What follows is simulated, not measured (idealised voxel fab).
This is a process module. Its name is voxel self aligned contacts.
Xsec cut, 140 nm wide, square cell size 5 nm.
Cross-section spec: square-cell grid; bands listed top down; each band is one or more rows.
The entry gives the band's vertical extent as a top height and a bottom height in nm, then its horizontal make-up as materials from left to right, each with a width in nm. "empty" stands for empty space; a single material marked "all across" fills the band edge to edge.
Height datum 0, below which the as-received substrate wafer is one material. Lowest band open at the bottom, running downward: "0 -> down".
Graded width ("30->40"): value in top row of band = first number; value in bottom row = second number; row-to-row change constant.
A step reported as "nothing was modified" is a step in which no cell of the cross-section changed.
"Listed closed voids" specifies each empty space that is not open to the top and that occupies no fewer than 8 cells, using the form width x height at distance, the distance measured from the left edge and all three quantities in nm.
Step line, after settings: the simulator's comment on this step.
The "overlay nm" setting may appear on a step's line; for a step that uses a mask, it gives how far to the right of its planned position the mask lay, and a negative value indicates the left.

# Process steps foreseen in the plan
1,RECEIVE,material Si
2,OXIDIZE,depth nm 5
3,DIRECTIONAL_DEP,material polySi,thk nm 25
4,DIRECTIONAL_DEP,material SiN,thk nm 25
5,PATTERN,tone cover,mask id GATE,material resist,width nm 35,pitch nm 75,thk nm 20,overlay nm 0
6,DIRECTIONAL_ETCH,etch materials SiN,depth nm 25
7,DIRECTIONAL_ETCH,etch materials polySi,depth nm 25
8,STRIP,etch materials resist
9,CONFORMAL_DEP,material SiN,thk nm 10
10,DIRECTIONAL_ETCH,etch materials SiN,depth nm 10
11,FILL_DEP,material SiO2,thk nm 10
12,CMP,height nm 55
13,PATTERN,tone open,mask id CONTACT,material resist,width nm 50,thk nm 20,overlay nm 0
14,DIRECTIONAL_ETCH,etch materials SiO2,depth nm 60
15,STRIP,etch materials resist
16,CONFORMAL_DEP,material TiN,thk nm 5
17,FILL_DEP,material W,thk nm 10
18,CMP,height nm 55
19,CONFORMAL_DEP,material SiCN,thk nm 5

# Incoming wafer in cross-section (state: after step 1)
    0 -> down: Si all across
    Listed closed voids: none

# What the wafer looks like in cross-section after this module, when it starts as shown above and follows the plan above but one mistake is made in running it
    60 -> 55: SiCN all across
    55 -> 50: SiO2: 35 / TiN: 30 / W: 10 / TiN: 10 / SiO2: 55
    50 -> 25: SiO2: 5 / SiN: 55 / TiN: 5 / W: 10 / TiN: 5 / SiN: 55 / SiO2: 5
    25 -> 0: SiO2: 5 / SiN: 10 / polySi: 35 / SiN: 10 / TiN: 5 / W: 10 / TiN: 5 / SiN: 10 / polySi: 35 / SiN: 10 / SiO2: 5
    0 -> -5: SiO2: 60 / TiN: 20 / SiO2: 60
    -5 -> down: Si all across
    Listed closed voids: none
What went wrong in running the wafer? heads up, step 13 didn't go per plan, it actually ran as PATTERN,tone open,mask id CONTACT,material resist,width nm 50,thk nm 20,overlay nm -10
